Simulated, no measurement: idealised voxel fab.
process module | voxel air gaps
cross-section cut | 250 nm wide | cells 5 nm
A cross-section is a grid of square cells, given in bands from the top down. A band is one or more rows of cells.
Each band's line starts with the height of the band's top and of its bottom, in nm. Then come its materials from left to right, each with its width in nm. One material with "throughout" fills the band from edge to edge. "air" is empty space.
Height 0 is the level under which the wafer as received is all one material. The lowest band goes on downwards, as in "0 down".
A width such as "30 to 40" changes by the same amount from each row of cells to the next, from the band's top row to its bottom row.
"no change" after a step means that no cell of the cross-section changed.
closed voids: empty space of 8 cells or more with no open way to the top, each as width x height at its distance from the left edge, in nm
after a step's settings: what the simulator itself notes on the step
overlay nm, on a step with a mask: how far to the right of its planned place the mask lay; to the left if negative
plan
1 op RECEIVE | material Si
2 op CONFORMAL_DEP | material SiO2 | thk nm 15
3 op CONFORMAL_DEP | material SiN | thk nm 5
4 op DIRECTIONAL_DEP | material SiO2 | thk nm 35
5 op MASKED_ETCH | tone open | mask id LINES | width nm 15 | pitch nm 55 | etch materials SiO2 | depth nm 35 | overlay nm 0
6 op CONFORMAL_DEP | material TiN | thk nm 5
7 op FILL_DEP | material Cu | thk nm 5
8 op CMP | height nm 55
9 op EPI | material Ru | thk nm 10
10 op SELECTIVE_ETCH | etch materials SiO2 | depth nm 45
11 op CONFORMAL_DEP | material SiCN | thk nm 5
varied across the wafers: width nm of step 5. The plan shows the first wafer's value. All wafers start alike
first wafer as received, after step 1
  0 down: Si throughout
  closed voids: none
first wafer at the end, after step 11
  70 to 65: air 45 | SiCN 45 | air 10 | SiCN 45 | air 10 | SiCN 45 | air 50
  65 to 55: air 45 | SiCN 5 | Ru 35 | SiCN 5 | air 10 | SiCN 5 | Ru 35 | SiCN 5 | air 10 | SiCN 5 | Ru 35 | SiCN 5 | air 50
  55 to 50: air 45 | SiCN 15 | TiN 5 | Cu 5 | TiN 5 | SiCN 15 | air 10 | SiCN 15 | TiN 5 | Cu 5 | TiN 5 | SiCN 15 | air 10 | SiCN 15 | TiN 5 | Cu 5 | TiN 5 | SiCN 15 | air 50
  50 to 25: air 55 | SiCN 5 | TiN 5 | Cu 5 | TiN 5 | SiCN 5 | air 30 | SiCN 5 | TiN 5 | Cu 5 | TiN 5 | SiCN 5 | air 30 | SiCN 5 | TiN 5 | Cu 5 | TiN 5 | SiCN 5 | air 60
  25 to 20: SiCN 60 | TiN 15 | SiCN 40 | TiN 15 | SiCN 40 | TiN 15 | SiCN 65
  20 to 15: SiN throughout
  15 to 0: SiO2 throughout
  0 down: Si throughout
  closed voids: none
last wafer at the end
  70 to 65: air 35 | SiCN 180 | air 35
  65 to 55: air 35 | SiCN 5 | Ru 170 | SiCN 5 | air 35
  55 to 50: air 35 | SiCN 15 | TiN 5 | Cu 30 | TiN 5 | SiO2 15 | TiN 5 | Cu 30 | TiN 5 | SiO2 15 | TiN 5 | Cu 30 | TiN 5 | SiCN 15 | air 35
  50 to 25: air 45 | SiCN 5 | TiN 5 | Cu 30 | TiN 5 | SiO2 15 | TiN 5 | Cu 30 | TiN 5 | SiO2 15 | TiN 5 | Cu 30 | TiN 5 | SiCN 5 | air 45
  25 to 20: SiCN 50 | TiN 40 | SiO2 15 | TiN 40 | SiO2 15 | TiN 40 | SiCN 50
  20 to 15: SiN throughout
  15 to 0: SiO2 throughout
  0 down: Si throughout
  closed voids: none
each wafer at the end: cells of each material gained (+) or lost (-) since it was received, then its closed voids
width nm 15 | +18 Cu | +42 Ru | +128 SiCN | +50 SiN | +150 SiO2 | +45 TiN | closed voids: none
width nm 20 | +36 Cu | +48 Ru | +128 SiCN | +50 SiN | +150 SiO2 | +48 TiN | closed voids: none
width nm 25 | +54 Cu | +54 Ru | +128 SiCN | +50 SiN | +150 SiO2 | +51 TiN | closed voids: 20 x 25 at 85; 20 x 25 at 140
width nm 30 | +72 Cu | +60 Ru | +120 SiCN | +50 SiN | +150 SiO2 | +54 TiN | closed voids: 15 x 25 at 90; 15 x 25 at 145
width nm 35 | +90 Cu | +66 Ru | +76 SiCN | +50 SiN | +206 SiO2 | +57 TiN | closed voids: none
width nm 40 | +108 Cu | +68 Ru | +76 SiCN | +50 SiN | +192 SiO2 | +60 TiN | closed voids: none
